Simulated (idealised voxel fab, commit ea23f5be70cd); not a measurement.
process module | voxel wiring stack
cross-section cut | 220 nm wide | cells 5 nm
A cross-section is a grid of square cells, given in bands from the top down. A band is one or more rows of cells.
Each band's line starts with the height of the band's top and of its bottom, in nm. Then come its materials from left to right, each with its width in nm. One material with "throughout" fills the band from edge to edge. "air" is empty space.
Height 0 is the level under which the wafer as received is all one material. The lowest band goes on downwards, as in "0 down".
A width such as "30 to 40" changes by the same amount from each row of cells to the next, from the band's top row to its bottom row.
"no change" after a step means that no cell of the cross-section changed.
closed voids: empty space of 8 cells or more with no open way to the top, each as width x height at its distance from the left edge, in nm
after a step's settings: what the simulator itself notes on the step
overlay nm, on a step with a mask: how far to the right of its planned place the mask lay; to the left if negative
plan
1 op RECEIVE | material Si
2 op CONFORMAL_DEP | material SiO2 | thk nm 10
3 op DIRECTIONAL_DEP | material TiN | thk nm 5
4 op DIRECTIONAL_DEP | material Ru | thk nm 20
5 op DIRECTIONAL_DEP | material aC | thk nm 10
6 op PATTERN | tone cover | mask id METAL_1 | material resist | width nm 30 | pitch nm 45 | thk nm 30 | overlay nm 0
7 op DIRECTIONAL_ETCH | etch materials aC | depth nm 10
8 op STRIP | etch materials resist
9 op DIRECTIONAL_ETCH | etch materials Ru | depth nm 20
10 op DIRECTIONAL_ETCH | etch materials TiN | depth nm 5
11 op STRIP | etch materials aC
12 op CONFORMAL_DEP | material SiCN | thk nm 5
13 op FILL_DEP | material SiO2 | thk nm 5
14 op CMP | height nm 35
15 op CONFORMAL_DEP | material SiCN | thk nm 5
16 op DIRECTIONAL_DEP | material lowk | thk nm 30
17 op DIRECTIONAL_DEP | material aC | thk nm 10
18 op PATTERN | tone open | mask id METAL_2_HOLES | material resist | width nm 15 | thk nm 25 | overlay nm 0
19 op DIRECTIONAL_ETCH | etch materials aC | depth nm 10
20 op STRIP | etch materials resist
21 op DIRECTIONAL_ETCH | etch materials lowk | depth nm 30
22 op STRIP | etch materials aC
23 op MASKED_ETCH | tone open | mask id METAL_2 | width nm 30 | pitch nm 45 | etch materials lowk | depth nm 15 | overlay nm 0
24 op MASKED_ETCH | tone open | mask id METAL_2 | width nm 30 | pitch nm 45 | etch materials SiCN | depth nm 5 | overlay nm 0
25 op CONFORMAL_DEP | material TiN | thk nm 5
26 op FILL_DEP | material Ru | thk nm 10
27 op CMP | height nm 70
28 op CONFORMAL_DEP | material SiCN | thk nm 5
29 op DIRECTIONAL_DEP | material lowk | thk nm 10
30 op PATTERN | tone open | mask id PLUG_2 | material resist | width nm 15 | thk nm 20 | overlay nm 0
31 op DIRECTIONAL_ETCH | etch materials lowk | depth nm 10
32 op DIRECTIONAL_ETCH | etch materials SiCN | depth nm 5
33 op STRIP | etch materials resist
34 op CONFORMAL_DEP | material TiN | thk nm 5
35 op FILL_DEP | material W | thk nm 5
36 op CMP | height nm 85
37 op CONFORMAL_DEP | material SiCN | thk nm 5
38 op DIRECTIONAL_DEP | material SiO2 | thk nm 15
39 op PATTERN | tone open | mask id METAL_3 | material resist | width nm 30 | pitch nm 45 | thk nm 15 | overlay nm 0
40 op DIRECTIONAL_ETCH | etch materials SiO2 | depth nm 15
41 op DIRECTIONAL_ETCH | etch materials SiCN | depth nm 5
42 op STRIP | etch materials resist
43 op CONFORMAL_DEP | material TiN | thk nm 5
44 op FILL_DEP | material Ru | thk nm 5
45 op CMP | height nm 105
46 op EPI | material Ru | thk nm 5
47 op FILL_DEP | material SiCN | thk nm 5
as received, after step 1
  0 down: Si throughout
  closed voids: none
first wafer at the end, as planned
  115 to 110: SiCN throughout
  110 to 105: SiCN 65 | Ru 40 | SiCN 5 | Ru 40 | SiCN 70
  105 to 90: SiO2 70 | TiN 5 | Ru 20 | TiN 5 | SiO2 15 | TiN 5 | Ru 20 | TiN 5 | SiO2 75
  90 to 85: SiCN 70 | TiN 30 | SiCN 15 | TiN 30 | SiCN 75
  85 to 75: lowk 70 | TiN 5 | W 5 | TiN 5 | lowk 135
  75 to 70: SiCN 70 | TiN 15 | SiCN 135
  70 to 60: lowk 70 | TiN 5 | Ru 20 | TiN 5 | lowk 15 | TiN 5 | Ru 20 | TiN 5 | lowk 75
  60 to 55: lowk 70 | TiN 5 | Ru 5 | TiN 20 | lowk 15 | TiN 30 | lowk 75
  55 to 40: lowk 70 | TiN 5 | Ru 5 | TiN 5 | lowk 135
  40 to 35: SiCN 70 | TiN 15 | SiCN 135
  35 to 15: SiO2 65 | SiCN 5 | Ru 30 | SiCN 5 | SiO2 5 | SiCN 5 | Ru 30 | SiCN 5 | SiO2 70
  15 to 10: SiCN 70 | TiN 30 | SiCN 15 | TiN 30 | SiCN 75
  10 to 0: SiO2 throughout
  0 down: Si throughout
  closed voids: none
second wafer at the end: like start, like plan, one mistake
  115 to 110: SiCN throughout
  110 to 105: SiCN 65 | Ru 40 | SiCN 5 | Ru 40 | SiCN 70
  105 to 90: SiO2 70 | TiN 5 | Ru 20 | TiN 5 | SiO2 15 | TiN 5 | Ru 20 | TiN 5 | SiO2 75
  90 to 85: SiCN 70 | TiN 30 | SiCN 15 | TiN 30 | SiCN 75
  85 to 75: lowk 70 | TiN 5 | W 5 | TiN 5 | lowk 135
  75 to 70: SiCN 70 | TiN 15 | SiCN 135
  70 to 60: lowk 70 | TiN 5 | Ru 5 | TiN 5 | lowk 135
  60 to 55: lowk 70 | TiN 15 | lowk 135
  55 to 40: lowk throughout
  40 to 35: SiCN throughout
  35 to 15: SiO2 65 | SiCN 5 | Ru 30 | SiCN 5 | SiO2 5 | SiCN 5 | Ru 30 | SiCN 5 | SiO2 70
  15 to 10: SiCN 70 | TiN 30 | SiCN 15 | TiN 30 | SiCN 75
  10 to 0: SiO2 throughout
  0 down: Si throughout
  closed voids: none
what went wrong: step 16 was run twice
at the end the second wafer has, in cells: 18 fewer of Ru | 3 more of SiCN | 21 fewer of TiN | 36 more of lowk
